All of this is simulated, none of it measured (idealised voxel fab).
process module | voxel tone inversion
For reference, the cross-section in this document is cut, with width 220 nm and square cells of 5 nm.
Cross-sections here: square-cell grids, written as top-down lists of bands, a band being one or more rows of cells.
Read a band's entry like this: the first values are the height of its top and the height of its bottom in nm, and what follows is the sequence of materials from left to right, each with its width in nm. Note that "air" is empty space, and that a single material marked "full width" reaches across the band from edge to edge.
Height is counted from the level 0, under which the received wafer is composed throughout of one material. The lowest of the bands is not closed at the bottom but continues downward, in the notation "0 down".
You'd read "30..40" like this: the band's top row of cells is as wide as the first number, its bottom row is as wide as the second, and going down, every row changes width by the same amount as the row before did.
Take "no modification" at face value: in the step it is given for, the cross-section changed in none of its cells.
Each empty space that has no open way to the top and spans at least 8 cells appears under "Fully sealed voids" as width x height at distance, the distance counted from the left edge, all in nm.
Step line, after settings: the simulator's comment on this step.
"overlay nm" on a masked step: distance the mask lay right of its planned place, negative for left.

LISTED BELOW ARE THE PROCESS STEPS AS PLANNED
1) RECEIVE: material Si
2) CONFORMAL_DEP: material SiN, thk nm 5
3) DIRECTIONAL_DEP: material polySi, thk nm 20
4) PATTERN: tone cover, mask id POSTS, material resist, width nm 15, pitch nm 45, thk nm 25, overlay nm 0
5) DIRECTIONAL_ETCH: etch materials polySi, depth nm 20
6) STRIP: etch materials resist
7) FILL_DEP: material lowk, thk nm 10
8) CMP: height nm 25
9) STRIP: etch materials polySi

THE FIRST OF THE TWO WAFERS, WHICH RAN AS PLANNED

CROSS-SECTION OF THE WAFER UPON ARRIVAL, REPRESENTING THE STATE REACHED AFTER STEP 1
- 0 down: Si full width
- Fully sealed voids: none

AFTER STEP 2, IN CROSS-SECTION
- 5 to 0: SiN full width
- below 0: unchanged

AFTER STEP 3, IN CROSS-SECTION
- 25 to 5: polySi full width
- below 5: unchanged

AFTER STEP 4, IN CROSS-SECTION
- 50 to 25: air (35) / resist (15) / air (30) / resist (15) / air (30) / resist (15) / air (30) / resist (15) / air (35)
- below 25: unchanged

AFTER STEP 5, IN CROSS-SECTION
- 50 to 25: air (35) / resist (15) / air (30) / resist (15) / air (30) / resist (15) / air (30) / resist (15) / air (35)
- 25 to 5: air (35) / polySi (15) / air (30) / polySi (15) / air (30) / polySi (15) / air (30) / polySi (15) / air (35)
- below 5: unchanged

AFTER STEP 6, IN CROSS-SECTION
- 25 to 5: air (35) / polySi (15) / air (30) / polySi (15) / air (30) / polySi (15) / air (30) / polySi (15) / air (35)
- below 5: unchanged

AFTER STEP 7, IN CROSS-SECTION
- 35 to 25: lowk full width
- 25 to 5: lowk (35) / polySi (15) / lowk (30) / polySi (15) / lowk (30) / polySi (15) / lowk (30) / polySi (15) / lowk (35)
- below 5: unchanged

AFTER STEP 8, IN CROSS-SECTION
- 25 to 5: lowk (35) / polySi (15) / lowk (30) / polySi (15) / lowk (30) / polySi (15) / lowk (30) / polySi (15) / lowk (35)
- below 5: unchanged

AFTER STEP 9, IN CROSS-SECTION
- 25 to 5: lowk (35) / air (15) / lowk (30) / air (15) / lowk (30) / air (15) / lowk (30) / air (15) / lowk (35)
- below 5: unchanged

THE SECOND WAFER BEGAN EXACTLY AS THE FIRST DID AND FOLLOWED THE SAME PLAN, BUT ONE MISTAKE WAS MADE WHILE RUNNING IT; THROUGH STEP 7 INCLUSIVE, THE TWO WAFERS ARE IDENTICAL

CROSS-SECTIONAL REPRESENTATION OF THE SECOND WAFER AT THE TIME DESIGNATED IN THE PLAN FOR THE COMPLETION OF STEP 8
- 25 to 5: lowk (35) / polySi (15) / lowk (30) / polySi (15) / lowk (30) / polySi (15) / lowk (30) / polySi (15) / lowk (35)
- below 5: unchanged

CROSS-SECTIONAL REPRESENTATION OF THE SECOND WAFER AT THE TIME DESIGNATED IN THE PLAN FOR THE COMPLETION OF STEP 9
- 25 to 5: lowk (35) / air (15) / lowk (30) / air (15) / lowk (30) / air (15) / lowk (30) / air (15) / lowk (35)
- below 5: unchanged
What was done differently from what was planned? in the plan, step 8 was performed twice
Outcome: the two wafer cross-sections end up identical, and the model's computation is unaffected by the mistake.
